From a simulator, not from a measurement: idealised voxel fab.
process module | voxel self aligned vias
cross-section cut | 200 nm wide | cells 5 nm
A cross-section is a grid of square cells, given in bands from the top down. A band is one or more rows of cells.
Each band's line starts with the height of the band's top and of its bottom, in nm. Then come its materials from left to right, each with its width in nm. One material with "throughout" fills the band from edge to edge. "air" is empty space.
Height 0 is the level under which the wafer as received is all one material. The lowest band goes on downwards, as in "0 down".
A width such as "30 to 40" changes by the same amount from each row of cells to the next, from the band's top row to its bottom row.
"no change" after a step means that no cell of the cross-section changed.
closed voids: empty space of 8 cells or more with no open way to the top, each as width x height at its distance from the left edge, in nm
after a step's settings: what the simulator itself notes on the step
overlay nm, on a step with a mask: how far to the right of its planned place the mask lay; to the left if negative
plan
1 op RECEIVE | material Si
2 op CONFORMAL_DEP | material SiO2 | thk nm 15
3 op CONFORMAL_DEP | material SiCN | thk nm 5
4 op DIRECTIONAL_DEP | material SiO2 | thk nm 20
5 op DIRECTIONAL_DEP | material aC | thk nm 10
6 op PATTERN | tone open | mask id LINES | material resist | width nm 20 | pitch nm 70 | thk nm 25 | overlay nm 0
7 op DIRECTIONAL_ETCH | etch materials aC | depth nm 10
8 op STRIP | etch materials resist
9 op DIRECTIONAL_ETCH | etch materials SiO2 | depth nm 20
10 op STRIP | etch materials aC
11 op CONFORMAL_DEP | material TiN | thk nm 5
12 op FILL_DEP | material Ru | thk nm 10
13 op CMP | height nm 40
14 op SELECTIVE_ETCH | etch materials W Ru TiN | depth nm 5
15 op FILL_DEP | material SiN | thk nm 10
16 op CMP | height nm 40
17 op DIRECTIONAL_DEP | material SiO2 | thk nm 15
18 op MASKED_ETCH | tone open | mask id VIAS | width nm 40 | etch materials SiO2 | depth nm 15 | overlay nm 0
19 op MASKED_ETCH | tone open | mask id VIAS | width nm 40 | etch materials SiN | depth nm 5 | overlay nm 0
20 op CONFORMAL_DEP | material TiN | thk nm 5
21 op FILL_DEP | material Cu | thk nm 10
22 op CMP | height nm 55
23 op CONFORMAL_DEP | material SiCN | thk nm 5
as received, after step 1
  0 down: Si throughout
  closed voids: none
first wafer at the end, as planned
  60 to 55: SiCN throughout
  55 to 45: SiO2 45 | TiN 5 | Cu 30 | TiN 5 | SiO2 115
  45 to 40: SiO2 45 | TiN 15 | Cu 10 | TiN 15 | SiO2 115
  40 to 35: SiO2 55 | TiN 20 | SiO2 50 | SiN 20 | SiO2 55
  35 to 25: SiO2 55 | TiN 5 | Ru 10 | TiN 5 | SiO2 50 | TiN 5 | Ru 10 | TiN 5 | SiO2 55
  25 to 20: SiO2 55 | TiN 20 | SiO2 50 | TiN 20 | SiO2 55
  20 to 15: SiCN throughout
  15 to 0: SiO2 throughout
  0 down: Si throughout
  closed voids: none
second wafer at the end: like start, like plan, one mistake
  60 to 55: SiCN throughout
  55 to 40: SiO2 45 | TiN 5 | Cu 30 | TiN 5 | SiO2 115
  40 to 35: SiN 45 | TiN 40 | SiN 115
  35 to 30: Ru throughout
  30 to 25: TiN 60 | Ru 10 | TiN 60 | Ru 10 | TiN 60
  25 to 10: SiO2 55 | TiN 5 | Ru 10 | TiN 5 | SiO2 50 | TiN 5 | Ru 10 | TiN 5 | SiO2 55
  10 to 5: SiO2 55 | TiN 20 | SiO2 50 | TiN 20 | SiO2 55
  5 to 0: SiCN throughout
  0 down: Si throughout
  closed voids: none
what went wrong: step 2 was left out
at the end the second wafer has, in cells: 4 more of Cu | 48 more of Ru | 28 more of SiN | 120 fewer of SiO2 | 40 more of TiN
